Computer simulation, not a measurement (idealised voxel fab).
voxel gate over fins: a process module
The figure presents cross-section cut, which has a width of 275 nm and is divided into square cells with an edge length of 5 nm.
Cross-section format: a grid of square cells, given as bands from top to bottom; each band is one or more rows of cells.
The entry gives the band's vertical extent as a top height and a bottom height in nm, then its horizontal make-up as materials from left to right, each with a width in nm. "air" stands for empty space; a single material marked "edge to edge" fills the band edge to edge.
Height reference: 0 = level under which incoming wafer is all one material. Lowest band: no bottom, runs on downward, e.g. "z 0 and below".
It should be noted that a width expressed as "30 to 40" varies in equal increments from row to row of cells within the band, taking the value of the first number at the top row and that of the second number at the bottom row.
Key: "no alterations made" - step with no changed cell in the cross-section.
Look at "Unvented cavities" for the closed voids: empty spaces with no open path to the top, sized 8 cells or up. Each is width x height at distance, distance from the left edge, all nm.
It should be noted that, on the line of a given step, the content following the step's settings is a remark produced by the simulator itself with respect to that step.
The optional step-line setting "overlay nm" applies to steps with a mask and quantifies how far to the right of its planned location the mask lay, a negative value indicating leftward placement.
## Process steps foreseen in the plan
1. op RECEIVE | material Si
2. op CONFORMAL_DEP | material SiN | thk nm 10
3. op PATTERN | tone cover | mask id FINS | material resist | width nm 15 | pitch nm 60 | thk nm 15 | overlay nm 0
4. op DIRECTIONAL_ETCH | etch materials SiN | depth nm 10
5. op DIRECTIONAL_ETCH | etch materials Si | depth nm 30
6. op STRIP | etch materials resist
7. op OXIDIZE | depth nm 5
8. op FILL_DEP | material SiO2 | thk nm 5
9. op CMP | height nm 10
10. op MASKED_ETCH | tone open | mask id RAIL | width nm 15 | etch materials SiO2 | depth nm 35 | overlay nm 0
11. op CONFORMAL_DEP | material TiN | thk nm 5
12. op FILL_DEP | material W | thk nm 5
13. op CMP | height nm 10
14. op SELECTIVE_ETCH | etch materials W Ru TiN | depth nm 30
15. op FILL_DEP | material SiO2 | thk nm 5
16. op CMP | height nm 10
17. op SELECTIVE_ETCH | etch materials SiO2 | depth nm 25
18. op STRIP | etch materials SiN
19. op CONFORMAL_DEP | material HfO2 | thk nm 5
20. op CONFORMAL_DEP | material TiN | thk nm 5
21. op CONFORMAL_DEP | material TiAl | thk nm 5
22. op CONFORMAL_DEP | material TiN | thk nm 5
23. op FILL_DEP | material W | thk nm 15
24. op CMP | height nm 30
25. op CONFORMAL_DEP | material SiCN | thk nm 5
## Run as planned: first of two wafers
## Received-state cross-section, reflecting completion of step 1
* z 0 and below | Si edge to edge
* Unvented cavities: none
## You're looking at a cross-section of the wafer after step 2
* z 10 to 0 | SiN edge to edge
* Lower than 0, everything is as it was.
## You're looking at a cross-section of the wafer after step 3
* z 25 to 10 | air (70)  resist (15)  air (45)  resist (15)  air (45)  resist (15)  air (70)
* Lower than 10, everything is as it was.
## You're looking at a cross-section of the wafer after step 4
* z 25 to 10 | air (70)  resist (15)  air (45)  resist (15)  air (45)  resist (15)  air (70)
* z 10 to 0 | air (70)  SiN (15)  air (45)  SiN (15)  air (45)  SiN (15)  air (70)
* Lower than 0, everything is as it was.
## You're looking at a cross-section of the wafer after step 5
* z 25 to 10 | air (70)  resist (15)  air (45)  resist (15)  air (45)  resist (15)  air (70)
* z 10 to 0 | air (70)  SiN (15)  air (45)  SiN (15)  air (45)  SiN (15)  air (70)
* z 0 to -30 | air (70)  Si (15)  air (45)  Si (15)  air (45)  Si (15)  air (70)
* Lower than -30, everything is as it was.
## You're looking at a cross-section of the wafer after step 6
* z 10 to 0 | air (70)  SiN (15)  air (45)  SiN (15)  air (45)  SiN (15)  air (70)
* Lower than 0, everything is as it was.
## You're looking at a cross-section of the wafer after step 7
* z 10 to 0 | air (70)  SiN (15)  air (45)  SiN (15)  air (45)  SiN (15)  air (70)
* z 0 to -30 | air (70)  SiO2 (5)  Si (5)  SiO2 (5)  air (45)  SiO2 (5)  Si (5)  SiO2 (5)  air (45)  SiO2 (5)  Si (5)  SiO2 (5)  air (70)
* z -30 to -35 | SiO2 (75)  Si (5)  SiO2 (55)  Si (5)  SiO2 (55)  Si (5)  SiO2 (75)
* Lower than -35, everything is as it was.
## You're looking at a cross-section of the wafer after step 8
* z 15 to 10 | SiO2 edge to edge
* z 10 to 0 | SiO2 (70)  SiN (15)  SiO2 (45)  SiN (15)  SiO2 (45)  SiN (15)  SiO2 (70)
* z 0 to -35 | SiO2 (75)  Si (5)  SiO2 (55)  Si (5)  SiO2 (55)  Si (5)  SiO2 (75)
* Lower than -35, everything is as it was.
## You're looking at a cross-section of the wafer after step 9
* z 10 to 0 | SiO2 (70)  SiN (15)  SiO2 (45)  SiN (15)  SiO2 (45)  SiN (15)  SiO2 (70)
* Lower than 0, everything is as it was.
## You're looking at a cross-section of the wafer after step 10
* z 10 to 0 | SiO2 (70)  SiN (15)  SiO2 (15)  air (15)  SiO2 (15)  SiN (15)  SiO2 (45)  SiN (15)  SiO2 (70)
* z 0 to -25 | SiO2 (75)  Si (5)  SiO2 (20)  air (15)  SiO2 (20)  Si (5)  SiO2 (55)  Si (5)  SiO2 (75)
* Lower than -25, everything is as it was.
## You're looking at a cross-section of the wafer after step 11
* z 15 to 10 | TiN (105)  air (5)  TiN (165)
* z 10 to 0 | SiO2 (70)  SiN (15)  SiO2 (15)  TiN (5)  air (5)  TiN (5)  SiO2 (15)  SiN (15)  SiO2 (45)  SiN (15)  SiO2 (70)
* z 0 to -20 | SiO2 (75)  Si (5)  SiO2 (20)  TiN (5)  air (5)  TiN (5)  SiO2 (20)  Si (5)  SiO2 (55)  Si (5)  SiO2 (75)
* z -20 to -25 | SiO2 (75)  Si (5)  SiO2 (20)  TiN (15)  SiO2 (20)  Si (5)  SiO2 (55)  Si (5)  SiO2 (75)
* Lower than -25, everything is as it was.
## You're looking at a cross-section of the wafer after step 12
* z 20 to 15 | W edge to edge
* z 15 to 10 | TiN (105)  W (5)  TiN (165)
* z 10 to 0 | SiO2 (70)  SiN (15)  SiO2 (15)  TiN (5)  W (5)  TiN (5)  SiO2 (15)  SiN (15)  SiO2 (45)  SiN (15)  SiO2 (70)
* z 0 to -20 | SiO2 (75)  Si (5)  SiO2 (20)  TiN (5)  W (5)  TiN (5)  SiO2 (20)  Si (5)  SiO2 (55)  Si (5)  SiO2 (75)
* Lower than -20, everything is as it was.
## You're looking at a cross-section of the wafer after step 13
* z 10 to 0 | SiO2 (70)  SiN (15)  SiO2 (15)  TiN (5)  W (5)  TiN (5)  SiO2 (15)  SiN (15)  SiO2 (45)  SiN (15)  SiO2 (70)
* Lower than 0, everything is as it was.
## You're looking at a cross-section of the wafer after step 14
* z 10 to 0 | SiO2 (70)  SiN (15)  SiO2 (15)  air (15)  SiO2 (15)  SiN (15)  SiO2 (45)  SiN (15)  SiO2 (70)
* z 0 to -20 | SiO2 (75)  Si (5)  SiO2 (20)  air (15)  SiO2 (20)  Si (5)  SiO2 (55)  Si (5)  SiO2 (75)
* Lower than -20, everything is as it was.
## You're looking at a cross-section of the wafer after step 15
* z 15 to 10 | SiO2 edge to edge
* z 10 to 0 | SiO2 (70)  SiN (15)  SiO2 (45)  SiN (15)  SiO2 (45)  SiN (15)  SiO2 (70)
* z 0 to -20 | SiO2 (75)  Si (5)  SiO2 (55)  Si (5)  SiO2 (55)  Si (5)  SiO2 (75)
* Lower than -20, everything is as it was.
## You're looking at a cross-section of the wafer after step 16
* z 10 to 0 | SiO2 (70)  SiN (15)  SiO2 (45)  SiN (15)  SiO2 (45)  SiN (15)  SiO2 (70)
* Lower than 0, everything is as it was.
## You're looking at a cross-section of the wafer after step 17
* z 10 to 0 | air (70)  SiN (15)  air (45)  SiN (15)  air (45)  SiN (15)  air (70)
* z 0 to -15 | air (75)  Si (5)  air (55)  Si (5)  air (55)  Si (5)  air (75)
* Lower than -15, everything is as it was.
## You're looking at a cross-section of the wafer after step 18
* z 0 to -15 | air (75)  Si (5)  air (55)  Si (5)  air (55)  Si (5)  air (75)
* Lower than -15, everything is as it was.
## You're looking at a cross-section of the wafer after step 19
* z 5 to 0 | air (70)  HfO2 (15)  air (45)  HfO2 (15)  air (45)  HfO2 (15)  air (70)
* z 0 to -10 | air (70)  HfO2 (5)  Si (5)  HfO2 (5)  air (45)  HfO2 (5)  Si (5)  HfO2 (5)  air (45)  HfO2 (5)  Si (5)  HfO2 (5)  air (70)
* z -10 to -15 | HfO2 (75)  Si (5)  HfO2 (55)  Si (5)  HfO2 (55)  Si (5)  HfO2 (75)
* Lower than -15, everything is as it was.
## You're looking at a cross-section of the wafer after step 20
* z 10 to 5 | air (65)  TiN (25)  air (35)  TiN (25)  air (35)  TiN (25)  air (65)
* z 5 to 0 | air (65)  TiN (5)  HfO2 (15)  TiN (5)  air (35)  TiN (5)  HfO2 (15)  TiN (5)  air (35)  TiN (5)  HfO2 (15)  TiN (5)  air (65)
* z 0 to -5 | air (65)  TiN (5)  HfO2 (5)  Si (5)  HfO2 (5)  TiN (5)  air (35)  TiN (5)  HfO2 (5)  Si (5)  HfO2 (5)  TiN (5)  air (35)  TiN (5)  HfO2 (5)  Si (5)  HfO2 (5)  TiN (5)  air (65)
* z -5 to -10 | TiN (70)  HfO2 (5)  Si (5)  HfO2 (5)  TiN (45)  HfO2 (5)  Si (5)  HfO2 (5)  TiN (45)  HfO2 (5)  Si (5)  HfO2 (5)  TiN (70)
* Lower than -10, everything is as it was.
## You're looking at a cross-section of the wafer after step 21
* z 15 to 10 | air (60)  TiAl (35)  air (25)  TiAl (35)  air (25)  TiAl (35)  air (60)
* z 10 to 5 | air (60)  TiAl (5)  TiN (25)  TiAl (5)  air (25)  TiAl (5)  TiN (25)  TiAl (5)  air (25)  TiAl (5)  TiN (25)  TiAl (5)  air (60)
* z 5 to 0 | air (60)  TiAl (5)  TiN (5)  HfO2 (15)  TiN (5)  TiAl (5)  air (25)  TiAl (5)  TiN (5)  HfO2 (15)  TiN (5)  TiAl (5)  air (25)  TiAl (5)  TiN (5)  HfO2 (15)  TiN (5)  TiAl (5)  air (60)
* z 0 to -5 | TiAl (65)  TiN (5)  HfO2 (5)  Si (5)  HfO2 (5)  TiN (5)  TiAl (35)  TiN (5)  HfO2 (5)  Si (5)  HfO2 (5)  TiN (5)  TiAl (35)  TiN (5)  HfO2 (5)  Si (5)  HfO2 (5)  TiN (5)  TiAl (65)
* Lower than -5, everything is as it was.
## You're looking at a cross-section of the wafer after step 22
* z 20 to 15 | air (55)  TiN (45)  air (15)  TiN (45)  air (15)  TiN (45)  air (55)
* z 15 to 10 | air (55)  TiN (5)  TiAl (35)  TiN (5)  air (15)  TiN (5)  TiAl (35)  TiN (5)  air (15)  TiN (5)  TiAl (35)  TiN (5)  air (55)
* z 10 to 5 | air (55)  TiN (5)  TiAl (5)  TiN (25)  TiAl (5)  TiN (5)  air (15)  TiN (5)  TiAl (5)  TiN (25)  TiAl (5)  TiN (5)  air (15)  TiN (5)  TiAl (5)  TiN (25)  TiAl (5)  TiN (5)  air (55)
* z 5 to 0 | TiN (60)  TiAl (5)  TiN (5)  HfO2 (15)  TiN (5)  TiAl (5)  TiN (25)  TiAl (5)  TiN (5)  HfO2 (15)  TiN (5)  TiAl (5)  TiN (25)  TiAl (5)  TiN (5)  HfO2 (15)  TiN (5)  TiAl (5)  TiN (60)
* Lower than 0, everything is as it was.
## You're looking at a cross-section of the wafer after step 23
* z 35 to 20 | W edge to edge
* z 20 to 15 | W (55)  TiN (45)  W (15)  TiN (45)  W (15)  TiN (45)  W (55)
* z 15 to 10 | W (55)  TiN (5)  TiAl (35)  TiN (5)  W (15)  TiN (5)  TiAl (35)  TiN (5)  W (15)  TiN (5)  TiAl (35)  TiN (5)  W (55)
* z 10 to 5 | W (55)  TiN (5)  TiAl (5)  TiN (25)  TiAl (5)  TiN (5)  W (15)  TiN (5)  TiAl (5)  TiN (25)  TiAl (5)  TiN (5)  W (15)  TiN (5)  TiAl (5)  TiN (25)  TiAl (5)  TiN (5)  W (55)
* Lower than 5, everything is as it was.
## You're looking at a cross-section of the wafer after step 24
* z 30 to 20 | W edge to edge
* Lower than 20, everything is as it was.
## You're looking at a cross-section of the wafer after step 25
* z 35 to 30 | SiCN edge to edge
* Lower than 30, everything is as it was.
## It is to be noted that the second wafer proceeded from the same initial state and according to the same plan as the first, although one mistake was committed in its execution; through step 18, inclusive, the two wafers share an identical history
Second wafer, cross-section, planned end of step 19: no alterations made
## Second wafer, cross-section, planned end of step 20
* z 5 to 0 | air (70)  TiN (15)  air (45)  TiN (15)  air (45)  TiN (15)  air (70)
* z 0 to -10 | air (70)  TiN (5)  Si (5)  TiN (5)  air (45)  TiN (5)  Si (5)  TiN (5)  air (45)  TiN (5)  Si (5)  TiN (5)  air (70)
* z -10 to -15 | TiN (75)  Si (5)  TiN (55)  Si (5)  TiN (55)  Si (5)  TiN (75)
* Lower than -15, everything is as it was.
## Second wafer, cross-section, planned end of step 21
* z 10 to 5 | air (65)  TiAl (25)  air (35)  TiAl (25)  air (35)  TiAl (25)  air (65)
* z 5 to 0 | air (65)  TiAl (5)  TiN (15)  TiAl (5)  air (35)  TiAl (5)  TiN (15)  TiAl (5)  air (35)  TiAl (5)  TiN (15)  TiAl (5)  air (65)
* z 0 to -5 | air (65)  TiAl (5)  TiN (5)  Si (5)  TiN (5)  TiAl (5)  air (35)  TiAl (5)  TiN (5)  Si (5)  TiN (5)  TiAl (5)  air (35)  TiAl (5)  TiN (5)  Si (5)  TiN (5)  TiAl (5)  air (65)
* z -5 to -10 | TiAl (70)  TiN (5)  Si (5)  TiN (5)  TiAl (45)  TiN (5)  Si (5)  TiN (5)  TiAl (45)  TiN (5)  Si (5)  TiN (5)  TiAl (70)
* Lower than -10, everything is as it was.
## Second wafer, cross-section, planned end of step 22
* z 15 to 10 | air (60)  TiN (35)  air (25)  TiN (35)  air (25)  TiN (35)  air (60)
* z 10 to 5 | air (60)  TiN (5)  TiAl (25)  TiN (5)  air (25)  TiN (5)  TiAl (25)  TiN (5)  air (25)  TiN (5)  TiAl (25)  TiN (5)  air (60)
* z 5 to 0 | air (60)  TiN (5)  TiAl (5)  TiN (15)  TiAl (5)  TiN (5)  air (25)  TiN (5)  TiAl (5)  TiN (15)  TiAl (5)  TiN (5)  air (25)  TiN (5)  TiAl (5)  TiN (15)  TiAl (5)  TiN (5)  air (60)
* z 0 to -5 | TiN (65)  TiAl (5)  TiN (5)  Si (5)  TiN (5)  TiAl (5)  TiN (35)  TiAl (5)  TiN (5)  Si (5)  TiN (5)  TiAl (5)  TiN (35)  TiAl (5)  TiN (5)  Si (5)  TiN (5)  TiAl (5)  TiN (65)
* Lower than -5, everything is as it was.
## Second wafer, cross-section, planned end of step 23
* z 30 to 15 | W edge to edge
* z 15 to 10 | W (60)  TiN (35)  W (25)  TiN (35)  W (25)  TiN (35)  W (60)
* z 10 to 5 | W (60)  TiN (5)  TiAl (25)  TiN (5)  W (25)  TiN (5)  TiAl (25)  TiN (5)  W (25)  TiN (5)  TiAl (25)  TiN (5)  W (60)
* z 5 to 0 | W (60)  TiN (5)  TiAl (5)  TiN (15)  TiAl (5)  TiN (5)  W (25)  TiN (5)  TiAl (5)  TiN (15)  TiAl (5)  TiN (5)  W (25)  TiN (5)  TiAl (5)  TiN (15)  TiAl (5)  TiN (5)  W (60)
* Lower than 0, everything is as it was.
Second wafer, cross-section, planned end of step 24: no alterations made
## Second wafer, cross-section, planned end of step 25
* z 35 to 30 | SiCN edge to edge
* Lower than 30, everything is as it was.
Diagnosis: heads up, step 19 of the plan was skipped and never actually ran
at the end the second wafer has, in cells: 73 fewer of HfO2 | 73 more of W
